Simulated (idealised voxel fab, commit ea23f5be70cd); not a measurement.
Title: Process Module voxel gate over fins
210 nm wide, 5 nm square cells: that's cross-section cut.
Bands, listed from the top down, are how a cross-section gets written in this document; the cross-section itself is a grid of square cells, and a band is one or more rows of them. Look at the band entry: it leads with the top's height and the bottom's height in nm. Then it lists the materials left to right, with a width in nm for each. The word "full width" on a single material says that material fills the band edge to edge. The word "empty" is empty space. Height reference: 0 = level under which incoming wafer is all one material. Lowest band: no bottom, runs on downward, e.g. "top 0, no bottom". Think of "30..40" as a width that walks from the first number to the second as you go down the band, top row to bottom row, taking equal-sized steps from row to row. "left unchanged" (step): cross-section cells unchanged, all of them. In the "Cavities, sealed" entry, you get each enclosed empty space of 8 cells or more, one with no open way to the top, written width x height at distance, distance from the left edge, in nm. Post-settings text on a step line: simulator's own remark regarding the step. "overlay nm" denotes, for a step that has a mask, the displacement of the mask to the right of its planned place, with negative values corresponding to the left.

# This section lists the process steps that were planned
- 1: RECEIVE: material Si
- 2: CONFORMAL_DEP: material SiN, thk nm 10
- 3: DIRECTIONAL_DEP: material aC, thk nm 15
- 4: PATTERN: tone cover, mask id FINS, material resist, width nm 15, pitch nm 50, thk nm 30, overlay nm 0
- 5: DIRECTIONAL_ETCH: etch materials aC, depth nm 15
- 6: STRIP: etch materials resist
- 7: DIRECTIONAL_ETCH: etch materials SiN, depth nm 10
- 8: DIRECTIONAL_ETCH: etch materials Si, depth nm 35
- 9: STRIP: etch materials aC
- 10: FILL_DEP: material SiO2, thk nm 10
- 11: CMP: height nm 10
- 12: MASKED_ETCH: tone open, mask id RAIL, width nm 15, etch materials SiO2, depth nm 40, overlay nm 0
- 13: CONFORMAL_DEP: material TiN, thk nm 5
- 14: FILL_DEP: material W, thk nm 5
- 15: CMP: height nm 10
- 16: SELECTIVE_ETCH: etch materials W Ru TiN, depth nm 25
- 17: FILL_DEP: material SiO2, thk nm 5
- 18: CMP: height nm 10
- 19: SELECTIVE_ETCH: etch materials SiO2, depth nm 20
- 20: STRIP: etch materials SiN
- 21: CONFORMAL_DEP: material HfO2, thk nm 5
- 22: CONFORMAL_DEP: material TiN, thk nm 5
- 23: CONFORMAL_DEP: material TiAl, thk nm 5
- 24: CONFORMAL_DEP: material TiN, thk nm 5
- 25: FILL_DEP: material W, thk nm 15
- 26: CMP: height nm 30
- 27: CONFORMAL_DEP: material SiN, thk nm 5

# Wafer at receipt (post step 1), cross-section
> top 0, no bottom: Si full width
> Cavities, sealed: none

# Cross-section, first of two wafers, end of module, run as planned
> top 35, bottom 30: SiN full width
> top 30, bottom 20: W full width
> top 20, bottom 15: 25 W; 155 TiN; 30 W
> top 15, bottom 10: 25 W; 5 TiN; 45 TiAl; 5 TiN; 45 TiAl; 5 TiN; 45 TiAl; 5 TiN; 30 W
> top 10, bottom 5: 30 TiN; 5 TiAl; 35 TiN; 5 TiAl; 5 TiN; 5 TiAl; 35 TiN; 5 TiAl; 5 TiN; 5 TiAl; 35 TiN; 5 TiAl; 35 TiN
> top 5, bottom 0: 35 TiAl; 5 TiN; 25 HfO2; 5 TiN; 15 TiAl; 5 TiN; 25 HfO2; 5 TiN; 15 TiAl; 5 TiN; 25 HfO2; 5 TiN; 40 TiAl
> top 0, bottom -5: 40 TiN; 5 HfO2; 15 Si; 5 HfO2; 25 TiN; 5 HfO2; 15 Si; 5 HfO2; 25 TiN; 5 HfO2; 15 Si; 5 HfO2; 45 TiN
> top -5, bottom -10: 45 HfO2; 15 Si; 35 HfO2; 15 Si; 35 HfO2; 15 Si; 50 HfO2
> top -10, bottom -15: 45 SiO2; 15 Si; 35 SiO2; 15 Si; 35 SiO2; 15 Si; 50 SiO2
> top -15, bottom -25: 45 SiO2; 15 Si; 10 SiO2; 5 TiN; 5 W; 5 TiN; 10 SiO2; 15 Si; 35 SiO2; 15 Si; 50 SiO2
> top -25, bottom -30: 45 SiO2; 15 Si; 10 SiO2; 15 TiN; 10 SiO2; 15 Si; 35 SiO2; 15 Si; 50 SiO2
> top -30, bottom -35: 45 SiO2; 15 Si; 35 SiO2; 15 Si; 35 SiO2; 15 Si; 50 SiO2
> top -35, no bottom: Si full width
> Cavities, sealed: none

# This cross-section belongs to the second wafer of two at the end of the module; the start and the plan were shared with the first, and the run included one mistake
> top 35, bottom 30: SiN full width
> top 30, bottom 20: W full width
> top 20, bottom 15: 25 W; 155 TiN; 30 W
> top 15, bottom 10: 25 W; 5 TiN; 45 TiAl; 5 TiN; 45 TiAl; 5 TiN; 45 TiAl; 5 TiN; 30 W
> top 10, bottom 5: 25 W; 5 TiN; 5 TiAl; 35 TiN; 5 TiAl; 5 TiN; 5 TiAl; 35 TiN; 5 TiAl; 5 TiN; 5 TiAl; 35 TiN; 5 TiAl; 5 TiN; 30 W
> top 5, bottom 0: 25 W; 5 TiN; 5 TiAl; 5 TiN; 25 HfO2; 5 TiN; 5 TiAl; 5 TiN; 5 TiAl; 5 TiN; 25 HfO2; 5 TiN; 5 TiAl; 5 TiN; 5 TiAl; 5 TiN; 25 HfO2; 5 TiN; 5 TiAl; 5 TiN; 30 W
> top 0, bottom -5: 25 W; 5 TiN; 5 TiAl; 5 TiN; 5 HfO2; 15 Si; 5 HfO2; 5 TiN; 15 TiAl; 5 TiN; 5 HfO2; 15 Si; 5 HfO2; 5 TiN; 5 TiAl; 5 TiN; 5 TiAl; 5 TiN; 5 HfO2; 15 Si; 5 HfO2; 5 TiN; 5 TiAl; 5 TiN; 30 W
> top -5, bottom -10: 25 W; 5 TiN; 5 TiAl; 5 TiN; 5 HfO2; 15 Si; 5 HfO2; 25 TiN; 5 HfO2; 15 Si; 5 HfO2; 5 TiN; 5 TiAl; 5 TiN; 5 TiAl; 5 TiN; 5 HfO2; 15 Si; 5 HfO2; 5 TiN; 5 TiAl; 5 TiN; 30 W
> top -10, bottom -15: 30 TiN; 5 TiAl; 5 TiN; 5 HfO2; 15 Si; 35 HfO2; 15 Si; 5 HfO2; 5 TiN; 5 TiAl; 5 TiN; 5 TiAl; 5 TiN; 5 HfO2; 15 Si; 5 HfO2; 5 TiN; 5 TiAl; 35 TiN
> top -15, bottom -20: 35 TiAl; 5 TiN; 5 HfO2; 15 Si; 10 HfO2; 5 TiN; 5 W; 5 TiN; 10 HfO2; 15 Si; 5 HfO2; 5 TiN; 15 TiAl; 5 TiN; 5 HfO2; 15 Si; 5 HfO2; 5 TiN; 40 TiAl
> top -20, bottom -25: 40 TiN; 5 HfO2; 15 Si; 10 HfO2; 5 TiN; 5 W; 5 TiN; 10 HfO2; 15 Si; 5 HfO2; 25 TiN; 5 HfO2; 15 Si; 5 HfO2; 45 TiN
> top -25, bottom -30: 45 HfO2; 15 Si; 10 HfO2; 15 TiN; 10 HfO2; 15 Si; 35 HfO2; 15 Si; 50 HfO2
> top -30, bottom -35: 45 SiO2; 15 Si; 35 SiO2; 15 Si; 35 SiO2; 15 Si; 50 SiO2
> top -35, no bottom: Si full width
> Cavities, sealed: none
what went wrong: step 19 in the plan was executed twice
Final tally in cells, some materials are higher or lower on the second wafer than on the first: +30 HfO2 | -123 SiO2 | +18 TiAl | +31 TiN | +44 W
